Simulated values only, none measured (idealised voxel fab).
process module | voxel spacer lines
cross-section cut | 175 nm wide | cells 5 nm
A cross-section is a grid of square cells, given in bands from the top down. A band is one or more rows of cells.
Each band's line starts with the height of the band's top and of its bottom, in nm. Then come its materials from left to right, each with its width in nm. One material with "throughout" fills the band from edge to edge. "air" is empty space.
Height 0 is the level under which the wafer as received is all one material. The lowest band goes on downwards, as in "0 down".
A width such as "30 to 40" changes by the same amount from each row of cells to the next, from the band's top row to its bottom row.
"no change" after a step means that no cell of the cross-section changed.
closed voids: empty space of 8 cells or more with no open way to the top, each as width x height at its distance from the left edge, in nm
after a step's settings: what the simulator itself notes on the step
overlay nm, on a step with a mask: how far to the right of its planned place the mask lay; to the left if negative
plan
1 op RECEIVE | material Si
2 op CONFORMAL_DEP | material Al2O3 | thk nm 10
3 op DIRECTIONAL_DEP | material TiN | thk nm 15
4 op DIRECTIONAL_DEP | material polySi | thk nm 25
5 op PATTERN | tone cover | mask id MANDREL | material resist | width nm 25 | pitch nm 70 | thk nm 30 | overlay nm 0
6 op DIRECTIONAL_ETCH | etch materials polySi | depth nm 25
7 op STRIP | etch materials resist
8 op CONFORMAL_DEP | material SiN | thk nm 10
9 op DIRECTIONAL_ETCH | etch materials SiN | depth nm 10
10 op STRIP | etch materials polySi
11 op DIRECTIONAL_ETCH | etch materials TiN | depth nm 15
12 op STRIP | etch materials SiN
first wafer, as planned
as received, after step 1
  0 down: Si throughout
  closed voids: none
after step 2
  10 to 0: Al2O3 throughout
  below 0: unchanged
after step 3
  25 to 10: TiN throughout
  below 10: unchanged
after step 4
  50 to 25: polySi throughout
  below 25: unchanged
after step 5
  80 to 50: air 40 | resist 25 | air 45 | resist 25 | air 40
  below 50: unchanged
after step 6
  80 to 50: air 40 | resist 25 | air 45 | resist 25 | air 40
  50 to 25: air 40 | polySi 25 | air 45 | polySi 25 | air 40
  below 25: unchanged
after step 7
  50 to 25: air 40 | polySi 25 | air 45 | polySi 25 | air 40
  below 25: unchanged
after step 8
  60 to 50: air 30 | SiN 45 | air 25 | SiN 45 | air 30
  50 to 35: air 30 | SiN 10 | polySi 25 | SiN 10 | air 25 | SiN 10 | polySi 25 | SiN 10 | air 30
  35 to 25: SiN 40 | polySi 25 | SiN 45 | polySi 25 | SiN 40
  below 25: unchanged
after step 9
  50 to 25: air 30 | SiN 10 | polySi 25 | SiN 10 | air 25 | SiN 10 | polySi 25 | SiN 10 | air 30
  below 25: unchanged
after step 10
  50 to 25: air 30 | SiN 10 | air 25 | SiN 10 | air 25 | SiN 10 | air 25 | SiN 10 | air 30
  below 25: unchanged
after step 11
  50 to 25: air 30 | SiN 10 | air 25 | SiN 10 | air 25 | SiN 10 | air 25 | SiN 10 | air 30
  25 to 10: air 30 | TiN 10 | air 25 | TiN 10 | air 25 | TiN 10 | air 25 | TiN 10 | air 30
  below 10: unchanged
after step 12
  25 to 10: air 30 | TiN 10 | air 25 | TiN 10 | air 25 | TiN 10 | air 25 | TiN 10 | air 30
  below 10: unchanged
second wafer: like start, like plan, one mistake. Through step 1 it matches the first wafer
when step 2 should have ended
  5 to 0: Al2O3 throughout
  below 0: unchanged
when step 3 should have ended
  20 to 5: TiN throughout
  below 5: unchanged
when step 4 should have ended
  45 to 20: polySi throughout
  below 20: unchanged
when step 5 should have ended
  75 to 45: air 40 | resist 25 | air 45 | resist 25 | air 40
  below 45: unchanged
when step 6 should have ended
  75 to 45: air 40 | resist 25 | air 45 | resist 25 | air 40
  45 to 20: air 40 | polySi 25 | air 45 | polySi 25 | air 40
  below 20: unchanged
when step 7 should have ended
  45 to 20: air 40 | polySi 25 | air 45 | polySi 25 | air 40
  below 20: unchanged
when step 8 should have ended
  55 to 45: air 30 | SiN 45 | air 25 | SiN 45 | air 30
  45 to 30: air 30 | SiN 10 | polySi 25 | SiN 10 | air 25 | SiN 10 | polySi 25 | SiN 10 | air 30
  30 to 20: SiN 40 | polySi 25 | SiN 45 | polySi 25 | SiN 40
  below 20: unchanged
when step 9 should have ended
  45 to 20: air 30 | SiN 10 | polySi 25 | SiN 10 | air 25 | SiN 10 | polySi 25 | SiN 10 | air 30
  below 20: unchanged
when step 10 should have ended
  45 to 20: air 30 | SiN 10 | air 25 | SiN 10 | air 25 | SiN 10 | air 25 | SiN 10 | air 30
  below 20: unchanged
when step 11 should have ended
  45 to 20: air 30 | SiN 10 | air 25 | SiN 10 | air 25 | SiN 10 | air 25 | SiN 10 | air 30
  20 to 5: air 30 | TiN 10 | air 25 | TiN 10 | air 25 | TiN 10 | air 25 | TiN 10 | air 30
  below 5: unchanged
when step 12 should have ended
  20 to 5: air 30 | TiN 10 | air 25 | TiN 10 | air 25 | TiN 10 | air 25 | TiN 10 | air 30
  below 5: unchanged
what went wrong: step 2 ran as: op CONFORMAL_DEP | material Al2O3 | thk nm 5
at the end the second wafer has, in cells: 35 fewer of Al2O3
